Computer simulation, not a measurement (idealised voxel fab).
The process module presented herein is designated voxel wiring stack.
The cross-section shown here is cut; it is 260 nm wide and divided into square cells measuring 5 nm on a side.
Each cross-section below is a grid of square cells, stated as bands in top-down order, with one or more rows of cells making up each band. Read a band's entry like this: the first values are the height of its top and the height of its bottom in nm, and what follows is the sequence of materials from left to right, each with its width in nm. Note that "empty" is empty space, and that a single material marked "throughout" reaches across the band from edge to edge. Height reference: 0 = level under which incoming wafer is all one material. Lowest band: no bottom, runs on downward, e.g. "0 -> down". So if you see something like "30..40" for the width, read it as the top row of the band sitting at the first number and the bottom row at the second, with every row in between moving by the same amount as the last. What does "nothing was modified" mean for a step? It means no cell of the cross-section changed in that step. The entry "Encapsulated voids" lists the empty spaces that cover at least 8 cells and have no open path to the top. Each is written as width x height at distance, where the distance is measured from the left edge and all three values are in nm. Formally, on a step line, whatever follows the settings is a remark that the simulator itself makes on the step. Steps that use a mask can have "overlay nm" on their line. It says how far the mask sat to the right of where it was meant to be. Negative means to the left. What follows is a series of pairs. Each pair shows a cross-section before one process step and the cross-section after it, and the after view is drawn only down to the lowest band that changed. Beneath each pair is the step that lies between the two, with its settings. Pairs may come from different runs of this module on the same starting wafer, so a pair continues from the one above it only where its entry headed "Cross-section, before" says so.

# Cross-section, before
    140 -> 135 = SiCN throughout
    135 -> 115 = 40 nm lowk  25 nm Ru  25 nm lowk  25 nm Ru  25 nm lowk  25 nm Ru  25 nm lowk  25 nm Ru  45 nm lowk
    115 -> 110 = 40 nm lowk  25 nm TiN  25 nm lowk  25 nm TiN  25 nm lowk  25 nm TiN  25 nm lowk  25 nm TiN  45 nm lowk
    110 -> 95 = 40 nm SiO2  5 nm TiN  5 nm Cu  5 nm TiN  35 nm SiO2  5 nm TiN  5 nm Cu  5 nm TiN  35 nm SiO2  5 nm TiN  5 nm Cu  5 nm TiN  35 nm SiO2  5 nm TiN  5 nm Cu  5 nm TiN  55 nm SiO2
    95 -> 90 = 40 nm SiCN  15 nm TiN  35 nm SiCN  15 nm TiN  35 nm SiCN  15 nm TiN  35 nm SiCN  15 nm TiN  55 nm SiCN
    90 -> 65 = 40 nm SiO2  5 nm TiN  15 nm Cu  5 nm TiN  25 nm SiO2  5 nm TiN  15 nm Cu  5 nm TiN  25 nm SiO2  5 nm TiN  15 nm Cu  5 nm TiN  25 nm SiO2  5 nm TiN  15 nm Cu  5 nm TiN  45 nm SiO2
    65 -> 60 = 40 nm SiCN  25 nm TiN  25 nm SiCN  25 nm TiN  25 nm SiCN  25 nm TiN  25 nm SiCN  25 nm TiN  45 nm SiCN
    60 -> 45 = 40 nm lowk  15 nm Ru  85 nm lowk  15 nm Ru  105 nm lowk
    45 -> 40 = 40 nm SiCN  15 nm Ru  85 nm SiCN  15 nm Ru  105 nm SiCN
    40 -> 20 = 40 nm lowk  5 nm TiN  15 nm Cu  5 nm TiN  25 nm lowk  5 nm TiN  15 nm Cu  5 nm TiN  25 nm lowk  5 nm TiN  15 nm Cu  5 nm TiN  25 nm lowk  5 nm TiN  15 nm Cu  5 nm TiN  45 nm lowk
    20 -> 15 = 40 nm SiCN  25 nm TiN  25 nm SiCN  25 nm TiN  25 nm SiCN  25 nm TiN  25 nm SiCN  25 nm TiN  45 nm SiCN
    15 -> 0 = SiO2 throughout
    0 -> down = Si throughout
    Encapsulated voids: none

# Cut View, Post-Step
    140 -> 135 = 40 nm SiCN  15 nm empty  35 nm SiCN  15 nm empty  35 nm SiCN  15 nm empty  35 nm SiCN  15 nm empty  55 nm SiCN
    Under the height 135 nothing was changed.
    Encapsulated voids: none
Which operation links the two cross-sections above? MASKED_ETCH, tone open, mask id PLUG_3, width nm 15, pitch nm 50, etch materials SiCN, depth nm 5, overlay nm 0

Cross-section, before: per the after cross-section of the pair just above.

# Cut View, Post-Step
    145 -> 140 = 35 nm empty  25 nm Ru  25 nm empty  25 nm Ru  25 nm empty  25 nm Ru  25 nm empty  25 nm Ru  50 nm empty
    140 -> 135 = 40 nm SiCN  15 nm Ru  35 nm SiCN  15 nm Ru  35 nm SiCN  15 nm Ru  35 nm SiCN  15 nm Ru  55 nm SiCN
    Under the height 135 nothing was changed.
    Encapsulated voids: none
Which operation links the two cross-sections above? EPI, material Ru, thk nm 10

Cross-section, before: per the after cross-section of the pair just above.

# Cut View, Post-Step
    155 -> 140 = 25 nm empty  45 nm Ru  5 nm empty  45 nm Ru  5 nm empty  45 nm Ru  5 nm empty  45 nm Ru  40 nm empty
    Under the height 140 nothing was changed.
    Encapsulated voids: none
Which operation links the two cross-sections above? EPI, material Ru, thk nm 10

Cross-section, before: per the after cross-section of the pair just above.

# Cut View, Post-Step
    160 -> 140 = 20 nm empty  205 nm Ru  35 nm empty
    Under the height 140 nothing was changed.
    Encapsulated voids: none
Which operation links the two cross-sections above? EPI, material Ru, thk nm 5

Cross-section, before: per the after cross-section of the pair just above.

# Cut View, Post-Step
    165 -> 160 = 15 nm empty  215 nm SiCN  30 nm empty
    160 -> 145 = 15 nm empty  5 nm SiCN  205 nm Ru  5 nm SiCN  30 nm empty
    145 -> 140 = 20 nm SiCN  205 nm Ru  35 nm SiCN
    Under the height 140 nothing was changed.
    Encapsulated voids: none
Which operation links the two cross-sections above? CONFORMAL_DEP, material SiCN, thk nm 5

Cross-section, before: per the after cross-section of the pair just above.

# Cut View, Post-Step
    180 -> 165 = 15 nm empty  215 nm lowk  30 nm empty
    165 -> 160 = 15 nm empty  215 nm SiCN  30 nm empty
    160 -> 145 = 15 nm lowk  5 nm SiCN  205 nm Ru  5 nm SiCN  30 nm lowk
    Under the height 145 nothing was changed.
    Encapsulated voids: none
Which operation links the two cross-sections above? DIRECTIONAL_DEP, material lowk, thk nm 15

Cross-section, before: per the after cross-section of the pair just above.

# Cut View, Post-Step
    195 -> 180 = 40 nm resist  25 nm empty  25 nm resist  25 nm empty  25 nm resist  25 nm empty  25 nm resist  25 nm empty  45 nm resist
    180 -> 165 = 15 nm resist  215 nm lowk  30 nm resist
    165 -> 160 = 15 nm resist  215 nm SiCN  30 nm resist
    Under the height 160 nothing was changed.
    Encapsulated voids: none
Which operation links the two cross-sections above? PATTERN, tone open, mask id METAL_4, material resist, width nm 25, pitch nm 50, thk nm 15, overlay nm 0

Cross-section, before: per the after cross-section of the pair just above.

# Cut View, Post-Step
    195 -> 180 = 40 nm resist  25 nm empty  25 nm resist  25 nm empty  25 nm resist  25 nm empty  25 nm resist  25 nm empty  45 nm resist
    180 -> 165 = 15 nm resist  25 nm lowk  25 nm empty  25 nm lowk  25 nm empty  25 nm lowk  25 nm empty  25 nm lowk  25 nm empty  15 nm lowk  30 nm resist
    Under the height 165 nothing was changed.
    Encapsulated voids: none
Which operation links the two cross-sections above? DIRECTIONAL_ETCH, etch materials lowk, depth nm 15

Cross-section, before: per the after cross-section of the pair just above.

# Cut View, Post-Step
    195 -> 180 = 40 nm resist  25 nm empty  25 nm resist  25 nm empty  25 nm resist  25 nm empty  25 nm resist  25 nm empty  45 nm resist
    180 -> 165 = 15 nm resist  25 nm lowk  25 nm empty  25 nm lowk  25 nm empty  25 nm lowk  25 nm empty  25 nm lowk  25 nm empty  15 nm lowk  30 nm resist
    165 -> 160 = 15 nm resist  25 nm SiCN  25 nm empty  25 nm SiCN  25 nm empty  25 nm SiCN  25 nm empty  25 nm SiCN  25 nm empty  15 nm SiCN  30 nm resist
    Under the height 160 nothing was changed.
    Encapsulated voids: none
Which operation links the two cross-sections above? DIRECTIONAL_ETCH, etch materials SiCN, depth nm 5

Cross-section, before: per the after cross-section of the pair just above.

# Cut View, Post-Step
    180 -> 165 = 15 nm empty  25 nm lowk  25 nm empty  25 nm lowk  25 nm empty  25 nm lowk  25 nm empty  25 nm lowk  25 nm empty  15 nm lowk  30 nm empty
    165 -> 160 = 15 nm empty  25 nm SiCN  25 nm empty  25 nm SiCN  25 nm empty  25 nm SiCN  25 nm empty  25 nm SiCN  25 nm empty  15 nm SiCN  30 nm empty
    Under the height 160 nothing was changed.
    Encapsulated voids: none
Which operation links the two cross-sections above? STRIP, etch materials resist

Cross-section, before: per the after cross-section of the pair just above.

# Cut View, Post-Step
    185 -> 180 = 10 nm empty  35 nm TiN  15 nm empty  35 nm TiN  15 nm empty  35 nm TiN  15 nm empty  35 nm TiN  15 nm empty  25 nm TiN  25 nm empty
    180 -> 165 = 10 nm empty  5 nm TiN  25 nm lowk  5 nm TiN  15 nm empty  5 nm TiN  25 nm lowk  5 nm TiN  15 nm empty  5 nm TiN  25 nm lowk  5 nm TiN  15 nm empty  5 nm TiN  25 nm lowk  5 nm TiN  15 nm empty  5 nm TiN  15 nm lowk  5 nm TiN  25 nm empty
    165 -> 160 = 15 nm TiN  25 nm SiCN  25 nm TiN  25 nm SiCN  25 nm TiN  25 nm SiCN  25 nm TiN  25 nm SiCN  25 nm TiN  15 nm SiCN  30 nm TiN
    Under the height 160 nothing was changed.
    Encapsulated voids: none
Which operation links the two cross-sections above? CONFORMAL_DEP, material TiN, thk nm 5

Cross-section, before: per the after cross-section of the pair just above.

# Cut View, Post-Step
    190 -> 185 = Ru throughout
    185 -> 180 = 10 nm Ru  35 nm TiN  15 nm Ru  35 nm TiN  15 nm Ru  35 nm TiN  15 nm Ru  35 nm TiN  15 nm Ru  25 nm TiN  25 nm Ru
    180 -> 165 = 10 nm Ru  5 nm TiN  25 nm lowk  5 nm TiN  15 nm Ru  5 nm TiN  25 nm lowk  5 nm TiN  15 nm Ru  5 nm TiN  25 nm lowk  5 nm TiN  15 nm Ru  5 nm TiN  25 nm lowk  5 nm TiN  15 nm Ru  5 nm TiN  15 nm lowk  5 nm TiN  25 nm Ru
    Under the height 165 nothing was changed.
    Encapsulated voids: none
Which operation links the two cross-sections above? FILL_DEP, material Ru, thk nm 5

Cross-section, before: per the after cross-section of the pair just above.

# Cut View, Post-Step
    180 -> 165 = 10 nm Ru  5 nm TiN  25 nm lowk  5 nm TiN  15 nm Ru  5 nm TiN  25 nm lowk  5 nm TiN  15 nm Ru  5 nm TiN  25 nm lowk  5 nm TiN  15 nm Ru  5 nm TiN  25 nm lowk  5 nm TiN  15 nm Ru  5 nm TiN  15 nm lowk  5 nm TiN  25 nm Ru
    Under the height 165 nothing was changed.
    Encapsulated voids: none
Which operation links the two cross-sections above? CMP, height nm 180

Cross-section, before: per the after cross-section of the pair just above.

# Cut View, Post-Step
    185 -> 180 = SiCN throughout
    Under the height 180 nothing was changed.
    Encapsulated voids: none
Which operation links the two cross-sections above? CONFORMAL_DEP, material SiCN, thk nm 5

# Cross-section, before
    60 -> 45 = 40 nm lowk  15 nm Ru  85 nm lowk  15 nm Ru  105 nm lowk
    45 -> 40 = 40 nm SiCN  15 nm Ru  85 nm SiCN  15 nm Ru  105 nm SiCN
    40 -> 20 = 40 nm lowk  5 nm TiN  15 nm Cu  5 nm TiN  25 nm lowk  5 nm TiN  15 nm Cu  5 nm TiN  25 nm lowk  5 nm TiN  15 nm Cu  5 nm TiN  25 nm lowk  5 nm TiN  15 nm Cu  5 nm TiN  45 nm lowk
    20 -> 15 = 40 nm SiCN  25 nm TiN  25 nm SiCN  25 nm TiN  25 nm SiCN  25 nm TiN  25 nm SiCN  25 nm TiN  45 nm SiCN
    15 -> 0 = SiO2 throughout
    0 -> down = Si throughout
    Encapsulated voids: none

# Cut View, Post-Step
    70 -> 60 = 30 nm empty  35 nm Ru  65 nm empty  35 nm Ru  95 nm empty
    Under the height 60 nothing was changed.
    Encapsulated voids: none
Which operation links the two cross-sections above? EPI, material Ru, thk nm 10

Cross-section, before: per the after cross-section of the pair just above.

# Cut View, Post-Step
    75 -> 70 = 25 nm empty  45 nm SiCN  55 nm empty  45 nm SiCN  90 nm empty
    70 -> 65 = 25 nm empty  5 nm SiCN  35 nm Ru  5 nm SiCN  55 nm empty  5 nm SiCN  35 nm Ru  5 nm SiCN  90 nm empty
    65 -> 60 = 30 nm SiCN  35 nm Ru  65 nm SiCN  35 nm Ru  95 nm SiCN
    Under the height 60 nothing was changed.
    Encapsulated voids: none
Which operation links the two cross-sections above? CONFORMAL_DEP, material SiCN, thk nm 5

Cross-section, before: per the after cross-section of the pair just above.

# Cut View, Post-Step
    100 -> 90 = 25 nm empty  45 nm SiO2  55 nm empty  45 nm SiO2  90 nm empty
    90 -> 75 = SiO2 throughout
    75 -> 70 = 25 nm SiO2  45 nm SiCN  55 nm SiO2  45 nm SiCN  90 nm SiO2
    70 -> 65 = 25 nm SiO2  5 nm SiCN  35 nm Ru  5 nm SiCN  55 nm SiO2  5 nm SiCN  35 nm Ru  5 nm SiCN  90 nm SiO2
    Under the height 65 nothing was changed.
    Encapsulated voids: none
Which operation links the two cross-sections above? DIRECTIONAL_DEP, material SiO2, thk nm 25

Cross-section, before: per the after cross-section of the pair just above.

# Cut View, Post-Step
    115 -> 105 = 25 nm empty  45 nm aC  55 nm empty  45 nm aC  90 nm empty
    105 -> 100 = aC throughout
    100 -> 90 = 25 nm aC  45 nm SiO2  55 nm aC  45 nm SiO2  90 nm aC
    Under the height 90 nothing was changed.
    Encapsulated voids: none
Which operation links the two cross-sections above? DIRECTIONAL_DEP, material aC, thk nm 15

Cross-section, before: per the after cross-section of the pair just above.

# Cut View, Post-Step
    145 -> 115 = 40 nm resist  25 nm empty  25 nm resist  25 nm empty  25 nm resist  25 nm empty  25 nm resist  25 nm empty  45 nm resist
    115 -> 105 = 25 nm resist  45 nm aC  20 nm resist  25 nm empty  10 nm resist  45 nm aC  20 nm resist  25 nm empty  45 nm resist
    Under the height 105 nothing was changed.
    Encapsulated voids: none
Which operation links the two cross-sections above? PATTERN, tone open, mask id METAL_2, material resist, width nm 25, pitch nm 50, thk nm 30, overlay nm 0

Cross-section, before: per the after cross-section of the pair just above.

# Cut View, Post-Step
    130 -> 115 = 40 nm resist  25 nm empty  25 nm resist  25 nm empty  25 nm resist  25 nm empty  25 nm resist  25 nm empty  45 nm resist
    115 -> 105 = 25 nm resist  15 nm aC  25 nm empty  5 nm aC  20 nm resist  25 nm empty  10 nm resist  15 nm aC  25 nm empty  5 nm aC  20 nm resist  25 nm empty  45 nm resist
    105 -> 100 = 40 nm aC  25 nm empty  25 nm aC  25 nm empty  25 nm aC  25 nm empty  25 nm aC  25 nm empty  45 nm aC
    100 -> 90 = 25 nm aC  45 nm SiO2  20 nm aC  25 nm empty  10 nm aC  45 nm SiO2  20 nm aC  25 nm empty  45 nm aC
    Under the height 90 nothing was changed.
    Encapsulated voids: none
Which operation links the two cross-sections above? DIRECTIONAL_ETCH, etch materials aC, depth nm 15

Cross-section, before: per the after cross-section of the pair just above.

# Cut View, Post-Step
    115 -> 105 = 25 nm empty  15 nm aC  25 nm empty  5 nm aC  55 nm empty  15 nm aC  25 nm empty  5 nm aC  90 nm empty
    Under the height 105 nothing was changed.
    Encapsulated voids: none
Which operation links the two cross-sections above? STRIP, etch materials resist

Cross-section, before: per the after cross-section of the pair just above.

# Cut View, Post-Step
    115 -> 105 = 25 nm empty  15 nm aC  25 nm empty  5 nm aC  55 nm empty  15 nm aC  25 nm empty  5 nm aC  90 nm empty
    105 -> 100 = 40 nm aC  25 nm empty  25 nm aC  25 nm empty  25 nm aC  25 nm empty  25 nm aC  25 nm empty  45 nm aC
    100 -> 90 = 25 nm aC  15 nm SiO2  25 nm empty  5 nm SiO2  20 nm aC  25 nm empty  10 nm aC  15 nm SiO2  25 nm empty  5 nm SiO2  20 nm aC  25 nm empty  45 nm aC
    90 -> 75 = 40 nm SiO2  25 nm empty  25 nm SiO2  25 nm empty  25 nm SiO2  25 nm empty  25 nm SiO2  25 nm empty  45 nm SiO2
    75 -> 70 = 25 nm SiO2  45 nm SiCN  20 nm SiO2  25 nm empty  10 nm SiO2  45 nm SiCN  20 nm SiO2  25 nm empty  45 nm SiO2
    70 -> 65 = 25 nm SiO2  5 nm SiCN  35 nm Ru  5 nm SiCN  20 nm SiO2  25 nm empty  10 nm SiO2  5 nm SiCN  35 nm Ru  5 nm SiCN  20 nm SiO2  25 nm empty  45 nm SiO2
    Under the height 65 nothing was changed.
    Encapsulated voids: none
Which operation links the two cross-sections above? DIRECTIONAL_ETCH, etch materials SiO2, depth nm 25

Cross-section, before: per the after cross-section of the pair just above.

# Cut View, Post-Step
    115 -> 105 = 25 nm empty  15 nm aC  25 nm empty  5 nm aC  55 nm empty  15 nm aC  25 nm empty  5 nm aC  90 nm empty
    105 -> 100 = 40 nm aC  25 nm empty  25 nm aC  25 nm empty  25 nm aC  25 nm empty  25 nm aC  25 nm empty  45 nm aC
    100 -> 90 = 25 nm aC  15 nm SiO2  25 nm empty  5 nm SiO2  20 nm aC  25 nm empty  10 nm aC  15 nm SiO2  25 nm empty  5 nm SiO2  20 nm aC  25 nm empty  45 nm aC
    90 -> 75 = 40 nm SiO2  25 nm empty  25 nm SiO2  25 nm empty  25 nm SiO2  25 nm empty  25 nm SiO2  25 nm empty  45 nm SiO2
    75 -> 70 = 25 nm SiO2  15 nm SiCN  25 nm empty  5 nm SiCN  20 nm SiO2  25 nm empty  10 nm SiO2  15 nm SiCN  25 nm empty  5 nm SiCN  20 nm SiO2  25 nm empty  45 nm SiO2
    70 -> 65 = 25 nm SiO2  5 nm SiCN  35 nm Ru  5 nm SiCN  20 nm SiO2  25 nm empty  10 nm SiO2  5 nm SiCN  35 nm Ru  5 nm SiCN  20 nm SiO2  25 nm empty  45 nm SiO2
    65 -> 60 = 30 nm SiCN  35 nm Ru  25 nm SiCN  25 nm empty  15 nm SiCN  35 nm Ru  25 nm SiCN  25 nm empty  45 nm SiCN
    Under the height 60 nothing was changed.
    Encapsulated voids: none
Which operation links the two cross-sections above? DIRECTIONAL_ETCH, etch materials SiCN, depth nm 5

Cross-section, before: per the after cross-section of the pair just above.

# Cut View, Post-Step
    100 -> 90 = 25 nm empty  15 nm SiO2  25 nm empty  5 nm SiO2  55 nm empty  15 nm SiO2  25 nm empty  5 nm SiO2  90 nm empty
    Under the height 90 nothing was changed.
    Encapsulated voids: none
Which operation links the two cross-sections above? STRIP, etch materials aC

Cross-section, before: per the after cross-section of the pair just above.

# Cut View, Post-Step
    105 -> 100 = 20 nm empty  25 nm TiN  15 nm empty  15 nm TiN  45 nm empty  25 nm TiN  15 nm empty  15 nm TiN  85 nm empty
    100 -> 95 = 20 nm empty  5 nm TiN  15 nm SiO2  5 nm TiN  15 nm empty  5 nm TiN  5 nm SiO2  5 nm TiN  45 nm empty  5 nm TiN  15 nm SiO2  5 nm TiN  15 nm empty  5 nm TiN  5 nm SiO2  5 nm TiN  85 nm empty
    95 -> 90 = 25 nm TiN  15 nm SiO2  5 nm TiN  15 nm empty  5 nm TiN  5 nm SiO2  25 nm TiN  15 nm empty  15 nm TiN  15 nm SiO2  5 nm TiN  15 nm empty  5 nm TiN  5 nm SiO2  25 nm TiN  15 nm empty  50 nm TiN
    90 -> 75 = 40 nm SiO2  5 nm TiN  15 nm empty  5 nm TiN  25 nm SiO2  5 nm TiN  15 nm empty  5 nm TiN  25 nm SiO2  5 nm TiN  15 nm empty  5 nm TiN  25 nm SiO2  5 nm TiN  15 nm empty  5 nm TiN  45 nm SiO2
    75 -> 70 = 25 nm SiO2  15 nm SiCN  25 nm TiN  5 nm SiCN  20 nm SiO2  5 nm TiN  15 nm empty  5 nm TiN  10 nm SiO2  15 nm SiCN  25 nm TiN  5 nm SiCN  20 nm SiO2  5 nm TiN  15 nm empty  5 nm TiN  45 nm SiO2
    70 -> 65 = 25 nm SiO2  5 nm SiCN  35 nm Ru  5 nm SiCN  20 nm SiO2  5 nm TiN  15 nm empty  5 nm TiN  10 nm SiO2  5 nm SiCN  35 nm Ru  5 nm SiCN  20 nm SiO2  5 nm TiN  15 nm empty  5 nm TiN  45 nm SiO2
    65 -> 60 = 30 nm SiCN  35 nm Ru  25 nm SiCN  25 nm TiN  15 nm SiCN  35 nm Ru  25 nm SiCN  25 nm TiN  45 nm SiCN
    Under the height 60 nothing was changed.
    Encapsulated voids: none
Which operation links the two cross-sections above? CONFORMAL_DEP, material TiN, thk nm 5

Cross-section, before: per the after cross-section of the pair just above.

# Cut View, Post-Step
    110 -> 105 = Cu throughout
    105 -> 100 = 20 nm Cu  25 nm TiN  15 nm Cu  15 nm TiN  45 nm Cu  25 nm TiN  15 nm Cu  15 nm TiN  85 nm Cu
    100 -> 95 = 20 nm Cu  5 nm TiN  15 nm SiO2  5 nm TiN  15 nm Cu  5 nm TiN  5 nm SiO2  5 nm TiN  45 nm Cu  5 nm TiN  15 nm SiO2  5 nm TiN  15 nm Cu  5 nm TiN  5 nm SiO2  5 nm TiN  85 nm Cu
    95 -> 90 = 25 nm TiN  15 nm SiO2  5 nm TiN  15 nm Cu  5 nm TiN  5 nm SiO2  25 nm TiN  15 nm Cu  15 nm TiN  15 nm SiO2  5 nm TiN  15 nm Cu  5 nm TiN  5 nm SiO2  25 nm TiN  15 nm Cu  50 nm TiN
    90 -> 75 = 40 nm SiO2  5 nm TiN  15 nm Cu  5 nm TiN  25 nm SiO2  5 nm TiN  15 nm Cu  5 nm TiN  25 nm SiO2  5 nm TiN  15 nm Cu  5 nm TiN  25 nm SiO2  5 nm TiN  15 nm Cu  5 nm TiN  45 nm SiO2
    75 -> 70 = 25 nm SiO2  15 nm SiCN  25 nm TiN  5 nm SiCN  20 nm SiO2  5 nm TiN  15 nm Cu  5 nm TiN  10 nm SiO2  15 nm SiCN  25 nm TiN  5 nm SiCN  20 nm SiO2  5 nm TiN  15 nm Cu  5 nm TiN  45 nm SiO2
    70 -> 65 = 25 nm SiO2  5 nm SiCN  35 nm Ru  5 nm SiCN  20 nm SiO2  5 nm TiN  15 nm Cu  5 nm TiN  10 nm SiO2  5 nm SiCN  35 nm Ru  5 nm SiCN  20 nm SiO2  5 nm TiN  15 nm Cu  5 nm TiN  45 nm SiO2
    Under the height 65 nothing was changed.
    Encapsulated voids: none
Which operation links the two cross-sections above? FILL_DEP, material Cu, thk nm 5

Cross-section, before: per the after cross-section of the pair just above.

# Cut View, Post-Step
    90 -> 75 = 40 nm SiO2  5 nm TiN  15 nm Cu  5 nm TiN  25 nm SiO2  5 nm TiN  15 nm Cu  5 nm TiN  25 nm SiO2  5 nm TiN  15 nm Cu  5 nm TiN  25 nm SiO2  5 nm TiN  15 nm Cu  5 nm TiN  45 nm SiO2
    Under the height 75 nothing was changed.
    Encapsulated voids: none
Which operation links the two cross-sections above? CMP, height nm 90

Cross-section, before: per the after cross-section of the pair just above.

# Cut View, Post-Step
    95 -> 90 = SiCN throughout
    Under the height 90 nothing was changed.
    Encapsulated voids: none
Which operation links the two cross-sections above? CONFORMAL_DEP, material SiCN, thk nm 5

Cross-section, before: per the after cross-section of the pair just above.

# Cut View, Post-Step
    110 -> 95 = SiO2 throughout
    Under the height 95 nothing was changed.
    Encapsulated voids: none
Which operation links the two cross-sections above? DIRECTIONAL_DEP, material SiO2, thk nm 15

Cross-section, before: per the after cross-section of the pair just above.

# Cut View, Post-Step
    125 -> 110 = aC throughout
    Under the height 110 nothing was changed.
    Encapsulated voids: none
Which operation links the two cross-sections above? DIRECTIONAL_DEP, material aC, thk nm 15

Cross-section, before: per the after cross-section of the pair just above.

# Cut View, Post-Step
    155 -> 125 = 40 nm resist  15 nm empty  35 nm resist  15 nm empty  35 nm resist  15 nm empty  35 nm resist  15 nm empty  55 nm resist
    Under the height 125 nothing was changed.
    Encapsulated voids: none
Which operation links the two cross-sections above? PATTERN, tone open, mask id PLUG_2, material resist, width nm 15, pitch nm 50, thk nm 30, overlay nm 0

Cross-section, before: per the after cross-section of the pair just above.

# Cut View, Post-Step
    140 -> 125 = 40 nm resist  15 nm empty  35 nm resist  15 nm empty  35 nm resist  15 nm empty  35 nm resist  15 nm empty  55 nm resist
    125 -> 110 = 40 nm aC  15 nm empty  35 nm aC  15 nm empty  35 nm aC  15 nm empty  35 nm aC  15 nm empty  55 nm aC
    Under the height 110 nothing was changed.
    Encapsulated voids: none
Which operation links the two cross-sections above? DIRECTIONAL_ETCH, etch materials aC, depth nm 15

Cross-section, before: per the after cross-section of the pair just above.

# Cut View, Post-Step
    125 -> 110 = 40 nm aC  15 nm empty  35 nm aC  15 nm empty  35 nm aC  15 nm empty  35 nm aC  15 nm empty  55 nm aC
    Under the height 110 nothing was changed.
    Encapsulated voids: none
Which operation links the two cross-sections above? STRIP, etch materials resist

Cross-section, before: per the after cross-section of the pair just above.

# Cut View, Post-Step
    125 -> 110 = 40 nm aC  15 nm empty  35 nm aC  15 nm empty  35 nm aC  15 nm empty  35 nm aC  15 nm empty  55 nm aC
    110 -> 95 = 40 nm SiO2  15 nm empty  35 nm SiO2  15 nm empty  35 nm SiO2  15 nm empty  35 nm SiO2  15 nm empty  55 nm SiO2
    Under the height 95 nothing was changed.
    Encapsulated voids: none
Which operation links the two cross-sections above? DIRECTIONAL_ETCH, etch materials SiO2, depth nm 15

Cross-section, before: per the after cross-section of the pair just above.

# Cut View, Post-Step
    125 -> 110 = 40 nm aC  15 nm empty  35 nm aC  15 nm empty  35 nm aC  15 nm empty  35 nm aC  15 nm empty  55 nm aC
    110 -> 95 = 40 nm SiO2  15 nm empty  35 nm SiO2  15 nm empty  35 nm SiO2  15 nm empty  35 nm SiO2  15 nm empty  55 nm SiO2
    95 -> 90 = 40 nm SiCN  15 nm empty  35 nm SiCN  15 nm empty  35 nm SiCN  15 nm empty  35 nm SiCN  15 nm empty  55 nm SiCN
    Under the height 90 nothing was changed.
    Encapsulated voids: none
Which operation links the two cross-sections above? DIRECTIONAL_ETCH, etch materials SiCN, depth nm 5

Cross-section, before: per the after cross-section of the pair just above.

# Cut View, Post-Step
    110 -> 95 = 40 nm SiO2  15 nm empty  35 nm SiO2  15 nm empty  35 nm SiO2  15 nm empty  35 nm SiO2  15 nm empty  55 nm SiO2
    Under the height 95 nothing was changed.
    Encapsulated voids: none
Which operation links the two cross-sections above? STRIP, etch materials aC

Cross-section, before: per the after cross-section of the pair just above.

# Cut View, Post-Step
    115 -> 110 = 45 nm TiN  5 nm empty  45 nm TiN  5 nm empty  45 nm TiN  5 nm empty  45 nm TiN  5 nm empty  60 nm TiN
    110 -> 95 = 40 nm SiO2  5 nm TiN  5 nm empty  5 nm TiN  35 nm SiO2  5 nm TiN  5 nm empty  5 nm TiN  35 nm SiO2  5 nm TiN  5 nm empty  5 nm TiN  35 nm SiO2  5 nm TiN  5 nm empty  5 nm TiN  55 nm SiO2
    95 -> 90 = 40 nm SiCN  15 nm TiN  35 nm SiCN  15 nm TiN  35 nm SiCN  15 nm TiN  35 nm SiCN  15 nm TiN  55 nm SiCN
    Under the height 90 nothing was changed.
    Encapsulated voids: none
Which operation links the two cross-sections above? CONFORMAL_DEP, material TiN, thk nm 5

Cross-section, before: per the after cross-section of the pair just above.

# Cut View, Post-Step
    125 -> 115 = Cu throughout
    115 -> 110 = 45 nm TiN  5 nm Cu  45 nm TiN  5 nm Cu  45 nm TiN  5 nm Cu  45 nm TiN  5 nm Cu  60 nm TiN
    110 -> 95 = 40 nm SiO2  5 nm TiN  5 nm Cu  5 nm TiN  35 nm SiO2  5 nm TiN  5 nm Cu  5 nm TiN  35 nm SiO2  5 nm TiN  5 nm Cu  5 nm TiN  35 nm SiO2  5 nm TiN  5 nm Cu  5 nm TiN  55 nm SiO2
    Under the height 95 nothing was changed.
    Encapsulated voids: none
Which operation links the two cross-sections above? FILL_DEP, material Cu, thk nm 10

Cross-section, before: per the after cross-section of the pair just above.

# Cut View, Post-Step
    110 -> 95 = 40 nm SiO2  5 nm TiN  5 nm Cu  5 nm TiN  35 nm SiO2  5 nm TiN  5 nm Cu  5 nm TiN  35 nm SiO2  5 nm TiN  5 nm Cu  5 nm TiN  35 nm SiO2  5 nm TiN  5 nm Cu  5 nm TiN  55 nm SiO2
    Under the height 95 nothing was changed.
    Encapsulated voids: none
Which operation links the two cross-sections above? CMP, height nm 110

Cross-section, before: per the after cross-section of the pair just above.

# Cut View, Post-Step
    115 -> 110 = TiN throughout
    Under the height 110 nothing was changed.
    Encapsulated voids: none
Which operation links the two cross-sections above? DIRECTIONAL_DEP, material TiN, thk nm 5

Cross-section, before: per the after cross-section of the pair just above.

# Cut View, Post-Step
    135 -> 115 = Ru throughout
    Under the height 115 nothing was changed.
    Encapsulated voids: none
Which operation links the two cross-sections above? DIRECTIONAL_DEP, material Ru, thk nm 20

Cross-section, before: per the after cross-section of the pair just above.

# Cut View, Post-Step
    150 -> 135 = 40 nm empty  25 nm resist  25 nm empty  25 nm resist  25 nm empty  25 nm resist  25 nm empty  25 nm resist  45 nm empty
    Under the height 135 nothing was changed.
    Encapsulated voids: none
Which operation links the two cross-sections above? PATTERN, tone cover, mask id METAL_3, material resist, width nm 25, pitch nm 50, thk nm 15, overlay nm 0

Cross-section, before: per the after cross-section of the pair just above.

# Cut View, Post-Step
    150 -> 135 = 40 nm empty  25 nm resist  25 nm empty  25 nm resist  25 nm empty  25 nm resist  25 nm empty  25 nm resist  45 nm empty
    135 -> 115 = 40 nm empty  25 nm Ru  25 nm empty  25 nm Ru  25 nm empty  25 nm Ru  25 nm empty  25 nm Ru  45 nm empty
    Under the height 115 nothing was changed.
    Encapsulated voids: none
Which operation links the two cross-sections above? DIRECTIONAL_ETCH, etch materials Ru, depth nm 20

Cross-section, before: per the after cross-section of the pair just above.

# Cut View, Post-Step
    150 -> 135 = 40 nm empty  25 nm resist  25 nm empty  25 nm resist  25 nm empty  25 nm resist  25 nm empty  25 nm resist  45 nm empty
    135 -> 115 = 40 nm empty  25 nm Ru  25 nm empty  25 nm Ru  25 nm empty  25 nm Ru  25 nm empty  25 nm Ru  45 nm empty
    115 -> 110 = 40 nm empty  25 nm TiN  25 nm empty  25 nm TiN  25 nm empty  25 nm TiN  25 nm empty  25 nm TiN  45 nm empty
    Under the height 110 nothing was changed.
    Encapsulated voids: none
Which operation links the two cross-sections above? DIRECTIONAL_ETCH, etch materials TiN, depth nm 5

Cross-section, before: per the after cross-section of the pair just above.

# Cut View, Post-Step
    135 -> 115 = 40 nm empty  25 nm Ru  25 nm empty  25 nm Ru  25 nm empty  25 nm Ru  25 nm empty  25 nm Ru  45 nm empty
    Under the height 115 nothing was changed.
    Encapsulated voids: none
Which operation links the two cross-sections above? STRIP, etch materials resist
